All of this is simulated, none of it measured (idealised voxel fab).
The name of this process module is voxel wiring stack.
We display cut, a cross-section 205 nm in width whose square cells are each 5 nm.
Reading order for cross-sections: top band down to bottom band. Underlying form: a grid of square cells. Band size: one or more rows of cells.
For a band, the entry starts with two heights in nm, that of the top and then that of the bottom, and carries on with the band's materials in order from left to right, each alongside its width in nm; the word "everywhere" beside a single material means it fills the band edge to edge, and "empty" means empty space.
Heights are reckoned from 0. Under this level, the received wafer is all of one material. The bottommost band is open-ended downward, for example "top 0, no bottom".
The expression "30->40" gives the width at the extremes of the band, the first number at its top row of cells and the second at its bottom row, with the width changing by equal amounts from each row to the next in between.
Take "no change" at face value: in the step it is given for, the cross-section changed in none of its cells.
So "Voids lacking openings" is basically the list of trapped voids: any empty space of 8 cells or more that can't reach the top through an opening. They're written width x height at distance, the distance being from the left edge, and it's all nm.
Read whatever lies past the settings on a step's line as the simulator's own remark about the step.
When a step includes a mask, the "overlay nm" setting on its line states how far to the right of its planned place that mask lay, and negative values state how far to the left.
Pairs from here to the end. Each: cross-section before one process step, cross-section after it, the latter only as far down as the lowest band that changed. Under each: the step between, and its settings. Mind that the pairs may be taken from different runs of this module on the same starting wafer; whether a pair continues from the pair above depends on its entry headed "Snapshot before", and it does only where that entry says so.

Snapshot before
top 80, bottom 60: 55 nm resist | 15 nm empty | 45 nm resist | 15 nm empty | 75 nm resist
top 60, bottom 45: 55 nm lowk | 15 nm empty | 15 nm resist | 30 nm lowk | 15 nm empty | 15 nm resist | 60 nm lowk
top 45, bottom 35: lowk everywhere
top 35, bottom 30: SiCN everywhere
top 30, bottom 25: 55 nm lowk | 30 nm Ru | 30 nm lowk | 30 nm Ru | 60 nm lowk
top 25, bottom 20: 55 nm lowk | 30 nm TiN | 30 nm lowk | 30 nm TiN | 60 nm lowk
top 20, bottom 10: TiN everywhere
top 10, bottom 0: SiO2 everywhere
top 0, no bottom: Si everywhere
Voids lacking openings: none

Sectional View, Post-Process
top 80, bottom 60: 55 nm resist | 15 nm empty | 45 nm resist | 15 nm empty | 75 nm resist
top 60, bottom 45: 55 nm lowk | 15 nm empty | 15 nm resist | 30 nm lowk | 15 nm empty | 15 nm resist | 60 nm lowk
top 45, bottom 35: 55 nm lowk | 15 nm empty | 45 nm lowk | 15 nm empty | 75 nm lowk
Everything below 35 is unchanged.
Voids lacking openings: none
Applied between the two views above: DIRECTIONAL_ETCH [etch materials lowk] [depth nm 10]

Snapshot before: per the after cross-section of the pair just above.

Sectional View, Post-Process
top 80, bottom 60: 55 nm resist | 15 nm empty | 45 nm resist | 15 nm empty | 75 nm resist
top 60, bottom 45: 55 nm lowk | 15 nm empty | 15 nm resist | 30 nm lowk | 15 nm empty | 15 nm resist | 60 nm lowk
top 45, bottom 35: 55 nm lowk | 15 nm empty | 45 nm lowk | 15 nm empty | 75 nm lowk
top 35, bottom 30: 55 nm SiCN | 15 nm empty | 45 nm SiCN | 15 nm empty | 75 nm SiCN
Everything below 30 is unchanged.
Voids lacking openings: none
Applied between the two views above: DIRECTIONAL_ETCH [etch materials SiCN] [depth nm 5]

Snapshot before: per the after cross-section of the pair just above.

Sectional View, Post-Process
top 60, bottom 45: 55 nm lowk | 30 nm empty | 30 nm lowk | 30 nm empty | 60 nm lowk
Everything below 45 is unchanged.
Voids lacking openings: none
Applied between the two views above: STRIP [etch materials resist]

Snapshot before: per the after cross-section of the pair just above.

Sectional View, Post-Process
top 65, bottom 60: 60 nm TiN | 20 nm empty | 40 nm TiN | 20 nm empty | 65 nm TiN
top 60, bottom 50: 55 nm lowk | 5 nm TiN | 20 nm empty | 5 nm TiN | 30 nm lowk | 5 nm TiN | 20 nm empty | 5 nm TiN | 60 nm lowk
top 50, bottom 45: 55 nm lowk | 5 nm TiN | 5 nm empty | 20 nm TiN | 30 nm lowk | 5 nm TiN | 5 nm empty | 20 nm TiN | 60 nm lowk
top 45, bottom 35: 55 nm lowk | 5 nm TiN | 5 nm empty | 5 nm TiN | 45 nm lowk | 5 nm TiN | 5 nm empty | 5 nm TiN | 75 nm lowk
top 35, bottom 30: 55 nm SiCN | 15 nm TiN | 45 nm SiCN | 15 nm TiN | 75 nm SiCN
Everything below 30 is unchanged.
Voids lacking openings: none
Applied between the two views above: CONFORMAL_DEP [material TiN] [thk nm 5]

Snapshot before: per the after cross-section of the pair just above.

Sectional View, Post-Process
top 70, bottom 65: Ru everywhere
top 65, bottom 60: 60 nm TiN | 20 nm Ru | 40 nm TiN | 20 nm Ru | 65 nm TiN
top 60, bottom 50: 55 nm lowk | 5 nm TiN | 20 nm Ru | 5 nm TiN | 30 nm lowk | 5 nm TiN | 20 nm Ru | 5 nm TiN | 60 nm lowk
top 50, bottom 45: 55 nm lowk | 5 nm TiN | 5 nm Ru | 20 nm TiN | 30 nm lowk | 5 nm TiN | 5 nm Ru | 20 nm TiN | 60 nm lowk
top 45, bottom 35: 55 nm lowk | 5 nm TiN | 5 nm Ru | 5 nm TiN | 45 nm lowk | 5 nm TiN | 5 nm Ru | 5 nm TiN | 75 nm lowk
Everything below 35 is unchanged.
Voids lacking openings: none
Applied between the two views above: FILL_DEP [material Ru] [thk nm 5]

Snapshot before: per the after cross-section of the pair just above.

Sectional View, Post-Process
top 60, bottom 50: 55 nm lowk | 5 nm TiN | 20 nm Ru | 5 nm TiN | 30 nm lowk | 5 nm TiN | 20 nm Ru | 5 nm TiN | 60 nm lowk
Everything below 50 is unchanged.
Voids lacking openings: none
Applied between the two views above: CMP [height nm 60]

Snapshot before: per the after cross-section of the pair just above.

Sectional View, Post-Process
top 65, bottom 60: SiCN everywhere
Everything below 60 is unchanged.
Voids lacking openings: none
Applied between the two views above: CONFORMAL_DEP [material SiCN] [thk nm 5]

Snapshot before: per the after cross-section of the pair just above.

Sectional View, Post-Process
top 75, bottom 65: SiO2 everywhere
Everything below 65 is unchanged.
Voids lacking openings: none
Applied between the two views above: DIRECTIONAL_DEP [material SiO2] [thk nm 10]

Snapshot before: per the after cross-section of the pair just above.

Sectional View, Post-Process
top 95, bottom 75: 55 nm resist | 15 nm empty | 45 nm resist | 15 nm empty | 75 nm resist
Everything below 75 is unchanged.
Voids lacking openings: none
Applied between the two views above: PATTERN [tone open] [mask id PLUG_2] [material resist] [width nm 15] [pitch nm 60] [thk nm 20] [overlay nm 0]

Snapshot before: per the after cross-section of the pair just above.

Sectional View, Post-Process
top 95, bottom 75: 55 nm resist | 15 nm empty | 45 nm resist | 15 nm empty | 75 nm resist
top 75, bottom 65: 55 nm SiO2 | 15 nm empty | 45 nm SiO2 | 15 nm empty | 75 nm SiO2
Everything below 65 is unchanged.
Voids lacking openings: none
Applied between the two views above: DIRECTIONAL_ETCH [etch materials SiO2] [depth nm 10]

Snapshot before: per the after cross-section of the pair just above.

Sectional View, Post-Process
top 95, bottom 75: 55 nm resist | 15 nm empty | 45 nm resist | 15 nm empty | 75 nm resist
top 75, bottom 65: 55 nm SiO2 | 15 nm empty | 45 nm SiO2 | 15 nm empty | 75 nm SiO2
top 65, bottom 60: 55 nm SiCN | 15 nm empty | 45 nm SiCN | 15 nm empty | 75 nm SiCN
Everything below 60 is unchanged.
Voids lacking openings: none
Applied between the two views above: DIRECTIONAL_ETCH [etch materials SiCN] [depth nm 5]

Snapshot before: per the after cross-section of the pair just above.

Sectional View, Post-Process
top 75, bottom 65: 55 nm SiO2 | 15 nm empty | 45 nm SiO2 | 15 nm empty | 75 nm SiO2
Everything below 65 is unchanged.
Voids lacking openings: none
Applied between the two views above: STRIP [etch materials resist]

Snapshot before: per the after cross-section of the pair just above.

Sectional View, Post-Process
top 80, bottom 75: 60 nm TiN | 5 nm empty | 55 nm TiN | 5 nm empty | 80 nm TiN
top 75, bottom 65: 55 nm SiO2 | 5 nm TiN | 5 nm empty | 5 nm TiN | 45 nm SiO2 | 5 nm TiN | 5 nm empty | 5 nm TiN | 75 nm SiO2
top 65, bottom 60: 55 nm SiCN | 15 nm TiN | 45 nm SiCN | 15 nm TiN | 75 nm SiCN
Everything below 60 is unchanged.
Voids lacking openings: none
Applied between the two views above: CONFORMAL_DEP [material TiN] [thk nm 5]

Snapshot before: per the after cross-section of the pair just above.

Sectional View, Post-Process
top 85, bottom 80: W everywhere
top 80, bottom 75: 60 nm TiN | 5 nm W | 55 nm TiN | 5 nm W | 80 nm TiN
top 75, bottom 65: 55 nm SiO2 | 5 nm TiN | 5 nm W | 5 nm TiN | 45 nm SiO2 | 5 nm TiN | 5 nm W | 5 nm TiN | 75 nm SiO2
Everything below 65 is unchanged.
Voids lacking openings: none
Applied between the two views above: FILL_DEP [material W] [thk nm 5]

Snapshot before: per the after cross-section of the pair just above.

Sectional View, Post-Process
top 75, bottom 65: 55 nm SiO2 | 5 nm TiN | 5 nm W | 5 nm TiN | 45 nm SiO2 | 5 nm TiN | 5 nm W | 5 nm TiN | 75 nm SiO2
Everything below 65 is unchanged.
Voids lacking openings: none
Applied between the two views above: CMP [height nm 75]

Snapshot before: per the after cross-section of the pair just above.

Sectional View, Post-Process
top 80, bottom 75: SiN everywhere
Everything below 75 is unchanged.
Voids lacking openings: none
Applied between the two views above: CONFORMAL_DEP [material SiN] [thk nm 5]

Snapshot before: per the after cross-section of the pair just above.

Sectional View, Post-Process
top 100, bottom 80: lowk everywhere
Everything below 80 is unchanged.
Voids lacking openings: none
Applied between the two views above: DIRECTIONAL_DEP [material lowk] [thk nm 20]

Snapshot before: per the after cross-section of the pair just above.

Sectional View, Post-Process
top 115, bottom 100: aC everywhere
Everything below 100 is unchanged.
Voids lacking openings: none
Applied between the two views above: DIRECTIONAL_DEP [material aC] [thk nm 15]

Snapshot before: per the after cross-section of the pair just above.

Sectional View, Post-Process
top 145, bottom 115: 55 nm resist | 30 nm empty | 30 nm resist | 30 nm empty | 60 nm resist
Everything below 115 is unchanged.
Voids lacking openings: none
Applied between the two views above: PATTERN [tone open] [mask id METAL_3] [material resist] [width nm 30] [pitch nm 60] [thk nm 30] [overlay nm 0]

Snapshot before: per the after cross-section of the pair just above.

Sectional View, Post-Process
top 130, bottom 115: 55 nm resist | 30 nm empty | 30 nm resist | 30 nm empty | 60 nm resist
top 115, bottom 100: 55 nm aC | 30 nm empty | 30 nm aC | 30 nm empty | 60 nm aC
Everything below 100 is unchanged.
Voids lacking openings: none
Applied between the two views above: DIRECTIONAL_ETCH [etch materials aC] [depth nm 15]

Snapshot before: per the after cross-section of the pair just above.

Sectional View, Post-Process
top 115, bottom 100: 55 nm aC | 30 nm empty | 30 nm aC | 30 nm empty | 60 nm aC
Everything below 100 is unchanged.
Voids lacking openings: none
Applied between the two views above: STRIP [etch materials resist]

Snapshot before: per the after cross-section of the pair just above.

Sectional View, Post-Process
top 115, bottom 100: 55 nm aC | 30 nm empty | 30 nm aC | 30 nm empty | 60 nm aC
top 100, bottom 80: 55 nm lowk | 30 nm empty | 30 nm lowk | 30 nm empty | 60 nm lowk
Everything below 80 is unchanged.
Voids lacking openings: none
Applied between the two views above: DIRECTIONAL_ETCH [etch materials lowk] [depth nm 20]

Snapshot before: per the after cross-section of the pair just above.

Sectional View, Post-Process
top 115, bottom 100: 55 nm aC | 30 nm empty | 30 nm aC | 30 nm empty | 60 nm aC
top 100, bottom 80: 55 nm lowk | 30 nm empty | 30 nm lowk | 30 nm empty | 60 nm lowk
top 80, bottom 75: 55 nm SiN | 30 nm empty | 30 nm SiN | 30 nm empty | 60 nm SiN
Everything below 75 is unchanged.
Voids lacking openings: none
Applied between the two views above: DIRECTIONAL_ETCH [etch materials SiN] [depth nm 5]

Snapshot before: per the after cross-section of the pair just above.

Sectional View, Post-Process
top 100, bottom 80: 55 nm lowk | 30 nm empty | 30 nm lowk | 30 nm empty | 60 nm lowk
Everything below 80 is unchanged.
Voids lacking openings: none
Applied between the two views above: STRIP [etch materials aC]

Snapshot before: per the after cross-section of the pair just above.

Sectional View, Post-Process
top 105, bottom 100: 60 nm TiN | 20 nm empty | 40 nm TiN | 20 nm empty | 65 nm TiN
top 100, bottom 80: 55 nm lowk | 5 nm TiN | 20 nm empty | 5 nm TiN | 30 nm lowk | 5 nm TiN | 20 nm empty | 5 nm TiN | 60 nm lowk
top 80, bottom 75: 55 nm SiN | 30 nm TiN | 30 nm SiN | 30 nm TiN | 60 nm SiN
Everything below 75 is unchanged.
Voids lacking openings: none
Applied between the two views above: CONFORMAL_DEP [material TiN] [thk nm 5]

Snapshot before: per the after cross-section of the pair just above.

Sectional View, Post-Process
top 110, bottom 105: Ru everywhere
top 105, bottom 100: 60 nm TiN | 20 nm Ru | 40 nm TiN | 20 nm Ru | 65 nm TiN
top 100, bottom 80: 55 nm lowk | 5 nm TiN | 20 nm Ru | 5 nm TiN | 30 nm lowk | 5 nm TiN | 20 nm Ru | 5 nm TiN | 60 nm lowk
Everything below 80 is unchanged.
Voids lacking openings: none
Applied between the two views above: FILL_DEP [material Ru] [thk nm 5]

Snapshot before: per the after cross-section of the pair just above.

Sectional View, Post-Process
top 100, bottom 80: 55 nm lowk | 5 nm TiN | 20 nm Ru | 5 nm TiN | 30 nm lowk | 5 nm TiN | 20 nm Ru | 5 nm TiN | 60 nm lowk
Everything below 80 is unchanged.
Voids lacking openings: none
Applied between the two views above: CMP [height nm 100]

Snapshot before: per the after cross-section of the pair just above.

Sectional View, Post-Process
top 105, bottom 100: SiN everywhere
Everything below 100 is unchanged.
Voids lacking openings: none
Applied between the two views above: CONFORMAL_DEP [material SiN] [thk nm 5]

Snapshot before
top 45, bottom 30: aC everywhere
top 30, bottom 15: Ru everywhere
top 15, bottom 10: TiN everywhere
top 10, bottom 0: SiO2 everywhere
top 0, no bottom: Si everywhere
Voids lacking openings: none

Sectional View, Post-Process
top 80, bottom 45: 60 nm empty | 25 nm resist | 35 nm empty | 25 nm resist | 60 nm empty
Everything below 45 is unchanged.
Voids lacking openings: none
Applied between the two views above: PATTERN [tone cover] [mask id METAL_1] [material resist] [width nm 25] [pitch nm 60] [thk nm 35] [overlay nm 0]

Snapshot before: per the after cross-section of the pair just above.

Sectional View, Post-Process
top 65, bottom 45: 60 nm empty | 25 nm resist | 35 nm empty | 25 nm resist | 60 nm empty
top 45, bottom 30: 60 nm empty | 25 nm aC | 35 nm empty | 25 nm aC | 60 nm empty
Everything below 30 is unchanged.
Voids lacking openings: none
Applied between the two views above: DIRECTIONAL_ETCH [etch materials aC] [depth nm 15]

Snapshot before: per the after cross-section of the pair just above.

Sectional View, Post-Process
top 45, bottom 30: 60 nm empty | 25 nm aC | 35 nm empty | 25 nm aC | 60 nm empty
Everything below 30 is unchanged.
Voids lacking openings: none
Applied between the two views above: STRIP [etch materials resist]

Snapshot before: per the after cross-section of the pair just above.

Sectional View, Post-Process
top 45, bottom 30: 60 nm empty | 25 nm aC | 35 nm empty | 25 nm aC | 60 nm empty
top 30, bottom 15: 60 nm empty | 25 nm Ru | 35 nm empty | 25 nm Ru | 60 nm empty
Everything below 15 is unchanged.
Voids lacking openings: none
Applied between the two views above: DIRECTIONAL_ETCH [etch materials Ru] [depth nm 15]

Snapshot before: per the after cross-section of the pair just above.

Sectional View, Post-Process
top 45, bottom 30: 60 nm empty | 25 nm aC | 35 nm empty | 25 nm aC | 60 nm empty
top 30, bottom 15: 60 nm empty | 25 nm Ru | 35 nm empty | 25 nm Ru | 60 nm empty
top 15, bottom 10: 60 nm empty | 25 nm TiN | 35 nm empty | 25 nm TiN | 60 nm empty
Everything below 10 is unchanged.
Voids lacking openings: none
Applied between the two views above: DIRECTIONAL_ETCH [etch materials TiN] [depth nm 5]

Snapshot before: per the after cross-section of the pair just above.

Sectional View, Post-Process
top 30, bottom 15: 60 nm empty | 25 nm Ru | 35 nm empty | 25 nm Ru | 60 nm empty
Everything below 15 is unchanged.
Voids lacking openings: none
Applied between the two views above: STRIP [etch materials aC]

Snapshot before: per the after cross-section of the pair just above.

Sectional View, Post-Process
top 35, bottom 30: lowk everywhere
top 30, bottom 15: 60 nm lowk | 25 nm Ru | 35 nm lowk | 25 nm Ru | 60 nm lowk
top 15, bottom 10: 60 nm lowk | 25 nm TiN | 35 nm lowk | 25 nm TiN | 60 nm lowk
Everything below 10 is unchanged.
Voids lacking openings: none
Applied between the two views above: FILL_DEP [material lowk] [thk nm 5]

Snapshot before: per the after cross-section of the pair just above.

Sectional View, Post-Process
top 30, bottom 15: 60 nm lowk | 25 nm Ru | 35 nm lowk | 25 nm Ru | 60 nm lowk
Everything below 15 is unchanged.
Voids lacking openings: none
Applied between the two views above: CMP [height nm 30]

Snapshot before: per the after cross-section of the pair just above.

Sectional View, Post-Process
top 35, bottom 30: SiCN everywhere
Everything below 30 is unchanged.
Voids lacking openings: none
Applied between the two views above: CONFORMAL_DEP [material SiCN] [thk nm 5]

Snapshot before: per the after cross-section of the pair just above.

Sectional View, Post-Process
top 60, bottom 35: lowk everywhere
Everything below 35 is unchanged.
Voids lacking openings: none
Applied between the two views above: DIRECTIONAL_DEP [material lowk] [thk nm 25]

Snapshot before: per the after cross-section of the pair just above.

Sectional View, Post-Process
top 80, bottom 60: 55 nm resist | 30 nm empty | 30 nm resist | 30 nm empty | 60 nm resist
Everything below 60 is unchanged.
Voids lacking openings: none
Applied between the two views above: PATTERN [tone open] [mask id METAL_2] [material resist] [width nm 30] [pitch nm 60] [thk nm 20] [overlay nm 0]

Snapshot before: per the after cross-section of the pair just above.

Sectional View, Post-Process
top 80, bottom 60: 55 nm resist | 30 nm empty | 30 nm resist | 30 nm empty | 60 nm resist
top 60, bottom 45: 55 nm lowk | 30 nm empty | 30 nm lowk | 30 nm empty | 60 nm lowk
Everything below 45 is unchanged.
Voids lacking openings: none
Applied between the two views above: DIRECTIONAL_ETCH [etch materials lowk] [depth nm 15]

Snapshot before: per the after cross-section of the pair just above.

Sectional View, Post-Process
top 60, bottom 45: 55 nm lowk | 30 nm empty | 30 nm lowk | 30 nm empty | 60 nm lowk
Everything below 45 is unchanged.
Voids lacking openings: none
Applied between the two views above: STRIP [etch materials resist]

Snapshot before: per the after cross-section of the pair just above.

Sectional View, Post-Process
top 80, bottom 60: 55 nm resist | 15 nm empty | 45 nm resist | 15 nm empty | 75 nm resist
top 60, bottom 45: 55 nm lowk | 15 nm empty | 15 nm resist | 30 nm lowk | 15 nm empty | 15 nm resist | 60 nm lowk
Everything below 45 is unchanged.
Voids lacking openings: none
Applied between the two views above: PATTERN [tone open] [mask id METAL_2_HOLES] [material resist] [width nm 15] [pitch nm 60] [thk nm 20] [overlay nm 0]

Snapshot before: per the after cross-section of the pair just above.

Sectional View, Post-Process
top 80, bottom 60: 55 nm resist | 15 nm empty | 45 nm resist | 15 nm empty | 75 nm resist
top 60, bottom 45: 55 nm lowk | 15 nm empty | 15 nm resist | 30 nm lowk | 15 nm empty | 15 nm resist | 60 nm lowk
top 45, bottom 35: 55 nm lowk | 15 nm empty | 45 nm lowk | 15 nm empty | 75 nm lowk
Everything below 35 is unchanged.
Voids lacking openings: none
Applied between the two views above: DIRECTIONAL_ETCH [etch materials lowk] [depth nm 10]

Snapshot before: per the after cross-section of the pair just above.

Sectional View, Post-Process
top 80, bottom 60: 55 nm resist | 15 nm empty | 45 nm resist | 15 nm empty | 75 nm resist
top 60, bottom 45: 55 nm lowk | 15 nm empty | 15 nm resist | 30 nm lowk | 15 nm empty | 15 nm resist | 60 nm lowk
top 45, bottom 35: 55 nm lowk | 15 nm empty | 45 nm lowk | 15 nm empty | 75 nm lowk
top 35, bottom 30: 55 nm SiCN | 15 nm empty | 45 nm SiCN | 15 nm empty | 75 nm SiCN
Everything below 30 is unchanged.
Voids lacking openings: none
Applied between the two views above: DIRECTIONAL_ETCH [etch materials SiCN] [depth nm 5]

Snapshot before: per the after cross-section of the pair just above.

Sectional View, Post-Process
top 60, bottom 45: 55 nm lowk | 30 nm empty | 30 nm lowk | 30 nm empty | 60 nm lowk
Everything below 45 is unchanged.
Voids lacking openings: none
Applied between the two views above: STRIP [etch materials resist]

Snapshot before: per the after cross-section of the pair just above.

Sectional View, Post-Process
top 65, bottom 60: 60 nm TiN | 20 nm empty | 40 nm TiN | 20 nm empty | 65 nm TiN
top 60, bottom 50: 55 nm lowk | 5 nm TiN | 20 nm empty | 5 nm TiN | 30 nm lowk | 5 nm TiN | 20 nm empty | 5 nm TiN | 60 nm lowk
top 50, bottom 45: 55 nm lowk | 5 nm TiN | 5 nm empty | 20 nm TiN | 30 nm lowk | 5 nm TiN | 5 nm empty | 20 nm TiN | 60 nm lowk
top 45, bottom 35: 55 nm lowk | 5 nm TiN | 5 nm empty | 5 nm TiN | 45 nm lowk | 5 nm TiN | 5 nm empty | 5 nm TiN | 75 nm lowk
top 35, bottom 30: 55 nm SiCN | 15 nm TiN | 45 nm SiCN | 15 nm TiN | 75 nm SiCN
Everything below 30 is unchanged.
Voids lacking openings: none
Applied between the two views above: CONFORMAL_DEP [material TiN] [thk nm 5]

Snapshot before: per the after cross-section of the pair just above.

Sectional View, Post-Process
top 70, bottom 65: Ru everywhere
top 65, bottom 60: 60 nm TiN | 20 nm Ru | 40 nm TiN | 20 nm Ru | 65 nm TiN
top 60, bottom 50: 55 nm lowk | 5 nm TiN | 20 nm Ru | 5 nm TiN | 30 nm lowk | 5 nm TiN | 20 nm Ru | 5 nm TiN | 60 nm lowk
top 50, bottom 45: 55 nm lowk | 5 nm TiN | 5 nm Ru | 20 nm TiN | 30 nm lowk | 5 nm TiN | 5 nm Ru | 20 nm TiN | 60 nm lowk
top 45, bottom 35: 55 nm lowk | 5 nm TiN | 5 nm Ru | 5 nm TiN | 45 nm lowk | 5 nm TiN | 5 nm Ru | 5 nm TiN | 75 nm lowk
Everything below 35 is unchanged.
Voids lacking openings: none
Applied between the two views above: FILL_DEP [material Ru] [thk nm 5]

Snapshot before: per the after cross-section of the pair just above.

Sectional View, Post-Process
top 60, bottom 50: 55 nm lowk | 5 nm TiN | 20 nm Ru | 5 nm TiN | 30 nm lowk | 5 nm TiN | 20 nm Ru | 5 nm TiN | 60 nm lowk
Everything below 50 is unchanged.
Voids lacking openings: none
Applied between the two views above: CMP [height nm 60]

Snapshot before: per the after cross-section of the pair just above.

Sectional View, Post-Process
top 65, bottom 60: SiCN everywhere
Everything below 60 is unchanged.
Voids lacking openings: none
Applied between the two views above: CONFORMAL_DEP [material SiCN] [thk nm 5]

Snapshot before: per the after cross-section of the pair just above.

Sectional View, Post-Process
top 75, bottom 65: SiO2 everywhere
Everything below 65 is unchanged.
Voids lacking openings: none
Applied between the two views above: DIRECTIONAL_DEP [material SiO2] [thk nm 10]

Snapshot before: per the after cross-section of the pair just above.

Sectional View, Post-Process
top 95, bottom 75: 55 nm resist | 15 nm empty | 45 nm resist | 15 nm empty | 75 nm resist
Everything below 75 is unchanged.
Voids lacking openings: none
Applied between the two views above: PATTERN [tone open] [mask id PLUG_2] [material resist] [width nm 15] [pitch nm 60] [thk nm 20] [overlay nm 0]

Snapshot before: per the after cross-section of the pair just above.

Sectional View, Post-Process
top 95, bottom 75: 55 nm resist | 15 nm empty | 45 nm resist | 15 nm empty | 75 nm resist
top 75, bottom 65: 55 nm SiO2 | 15 nm empty | 45 nm SiO2 | 15 nm empty | 75 nm SiO2
Everything below 65 is unchanged.
Voids lacking openings: none
Applied between the two views above: DIRECTIONAL_ETCH [etch materials SiO2] [depth nm 10]

Snapshot before: per the after cross-section of the pair just above.

Sectional View, Post-Process
top 95, bottom 75: 55 nm resist | 15 nm empty | 45 nm resist | 15 nm empty | 75 nm resist
top 75, bottom 65: 55 nm SiO2 | 15 nm empty | 45 nm SiO2 | 15 nm empty | 75 nm SiO2
top 65, bottom 60: 55 nm SiCN | 15 nm empty | 45 nm SiCN | 15 nm empty | 75 nm SiCN
Everything below 60 is unchanged.
Voids lacking openings: none
Applied between the two views above: DIRECTIONAL_ETCH [etch materials SiCN] [depth nm 5]

Snapshot before: per the after cross-section of the pair just above.

Sectional View, Post-Process
top 75, bottom 65: 55 nm SiO2 | 15 nm empty | 45 nm SiO2 | 15 nm empty | 75 nm SiO2
Everything below 65 is unchanged.
Voids lacking openings: none
Applied between the two views above: STRIP [etch materials resist]

Snapshot before: per the after cross-section of the pair just above.

Sectional View, Post-Process
top 80, bottom 75: 60 nm TiN | 5 nm empty | 55 nm TiN | 5 nm empty | 80 nm TiN
top 75, bottom 65: 55 nm SiO2 | 5 nm TiN | 5 nm empty | 5 nm TiN | 45 nm SiO2 | 5 nm TiN | 5 nm empty | 5 nm TiN | 75 nm SiO2
top 65, bottom 60: 55 nm SiCN | 15 nm TiN | 45 nm SiCN | 15 nm TiN | 75 nm SiCN
Everything below 60 is unchanged.
Voids lacking openings: none
Applied between the two views above: CONFORMAL_DEP [material TiN] [thk nm 5]

Snapshot before: per the after cross-section of the pair just above.

Sectional View, Post-Process
top 85, bottom 80: W everywhere
top 80, bottom 75: 60 nm TiN | 5 nm W | 55 nm TiN | 5 nm W | 80 nm TiN
top 75, bottom 65: 55 nm SiO2 | 5 nm TiN | 5 nm W | 5 nm TiN | 45 nm SiO2 | 5 nm TiN | 5 nm W | 5 nm TiN | 75 nm SiO2
Everything below 65 is unchanged.
Voids lacking openings: none
Applied between the two views above: FILL_DEP [material W] [thk nm 5]

Snapshot before: per the after cross-section of the pair just above.

Sectional View, Post-Process
top 75, bottom 65: 55 nm SiO2 | 5 nm TiN | 5 nm W | 5 nm TiN | 45 nm SiO2 | 5 nm TiN | 5 nm W | 5 nm TiN | 75 nm SiO2
Everything below 65 is unchanged.
Voids lacking openings: none
Applied between the two views above: CMP [height nm 75]

Snapshot before: per the after cross-section of the pair just above.

Sectional View, Post-Process
top 80, bottom 75: SiN everywhere
Everything below 75 is unchanged.
Voids lacking openings: none
Applied between the two views above: CONFORMAL_DEP [material SiN] [thk nm 5]

Snapshot before: per the after cross-section of the pair just above.

Sectional View, Post-Process
top 100, bottom 80: lowk everywhere
Everything below 80 is unchanged.
Voids lacking openings: none
Applied between the two views above: DIRECTIONAL_DEP [material lowk] [thk nm 20]

Snapshot before: per the after cross-section of the pair just above.

Sectional View, Post-Process
top 115, bottom 100: aC everywhere
Everything below 100 is unchanged.
Voids lacking openings: none
Applied between the two views above: DIRECTIONAL_DEP [material aC] [thk nm 15]

Snapshot before: per the after cross-section of the pair just above.

Sectional View, Post-Process
top 145, bottom 115: 55 nm resist | 30 nm empty | 30 nm resist | 30 nm empty | 60 nm resist
Everything below 115 is unchanged.
Voids lacking openings: none
Applied between the two views above: PATTERN [tone open] [mask id METAL_3] [material resist] [width nm 30] [pitch nm 60] [thk nm 30] [overlay nm 0]

Snapshot before: per the after cross-section of the pair just above.

Sectional View, Post-Process
top 130, bottom 115: 55 nm resist | 30 nm empty | 30 nm resist | 30 nm empty | 60 nm resist
top 115, bottom 100: 55 nm aC | 30 nm empty | 30 nm aC | 30 nm empty | 60 nm aC
Everything below 100 is unchanged.
Voids lacking openings: none
Applied between the two views above: DIRECTIONAL_ETCH [etch materials aC] [depth nm 15]

Snapshot before: per the after cross-section of the pair just above.

Sectional View, Post-Process
top 115, bottom 100: 55 nm aC | 30 nm empty | 30 nm aC | 30 nm empty | 60 nm aC
Everything below 100 is unchanged.
Voids lacking openings: none
Applied between the two views above: STRIP [etch materials resist]

Snapshot before: per the after cross-section of the pair just above.

Sectional View, Post-Process
top 115, bottom 100: 55 nm aC | 30 nm empty | 30 nm aC | 30 nm empty | 60 nm aC
top 100, bottom 80: 55 nm lowk | 30 nm empty | 30 nm lowk | 30 nm empty | 60 nm lowk
Everything below 80 is unchanged.
Voids lacking openings: none
Applied between the two views above: DIRECTIONAL_ETCH [etch materials lowk] [depth nm 20]

Snapshot before: per the after cross-section of the pair just above.

Sectional View, Post-Process
top 115, bottom 100: 55 nm aC | 30 nm empty | 30 nm aC | 30 nm empty | 60 nm aC
top 100, bottom 80: 55 nm lowk | 30 nm empty | 30 nm lowk | 30 nm empty | 60 nm lowk
top 80, bottom 75: 55 nm SiN | 30 nm empty | 30 nm SiN | 30 nm empty | 60 nm SiN
Everything below 75 is unchanged.
Voids lacking openings: none
Applied between the two views above: DIRECTIONAL_ETCH [etch materials SiN] [depth nm 5]

Snapshot before: per the after cross-section of the pair just above.

Sectional View, Post-Process
top 100, bottom 80: 55 nm lowk | 30 nm empty | 30 nm lowk | 30 nm empty | 60 nm lowk
Everything below 80 is unchanged.
Voids lacking openings: none
Applied between the two views above: STRIP [etch materials aC]

Snapshot before: per the after cross-section of the pair just above.

Sectional View, Post-Process
top 105, bottom 100: 60 nm TiN | 20 nm empty | 40 nm TiN | 20 nm empty | 65 nm TiN
top 100, bottom 80: 55 nm lowk | 5 nm TiN | 20 nm empty | 5 nm TiN | 30 nm lowk | 5 nm TiN | 20 nm empty | 5 nm TiN | 60 nm lowk
top 80, bottom 75: 55 nm SiN | 30 nm TiN | 30 nm SiN | 30 nm TiN | 60 nm SiN
Everything below 75 is unchanged.
Voids lacking openings: none
Applied between the two views above: CONFORMAL_DEP [material TiN] [thk nm 5]

Snapshot before: per the after cross-section of the pair just above.

Sectional View, Post-Process
top 110, bottom 105: Ru everywhere
top 105, bottom 100: 60 nm TiN | 20 nm Ru | 40 nm TiN | 20 nm Ru | 65 nm TiN
top 100, bottom 80: 55 nm lowk | 5 nm TiN | 20 nm Ru | 5 nm TiN | 30 nm lowk | 5 nm TiN | 20 nm Ru | 5 nm TiN | 60 nm lowk
Everything below 80 is unchanged.
Voids lacking openings: none
Applied between the two views above: FILL_DEP [material Ru] [thk nm 5]

Snapshot before: per the after cross-section of the pair just above.

Sectional View, Post-Process
top 100, bottom 80: 55 nm lowk | 5 nm TiN | 20 nm Ru | 5 nm TiN | 30 nm lowk | 5 nm TiN | 20 nm Ru | 5 nm TiN | 60 nm lowk
Everything below 80 is unchanged.
Voids lacking openings: none
Applied between the two views above: CMP [height nm 100]

Snapshot before: per the after cross-section of the pair just above.

Sectional View, Post-Process
top 105, bottom 100: SiN everywhere
Everything below 100 is unchanged.
Voids lacking openings: none
Applied between the two views above: CONFORMAL_DEP [material SiN] [thk nm 5]
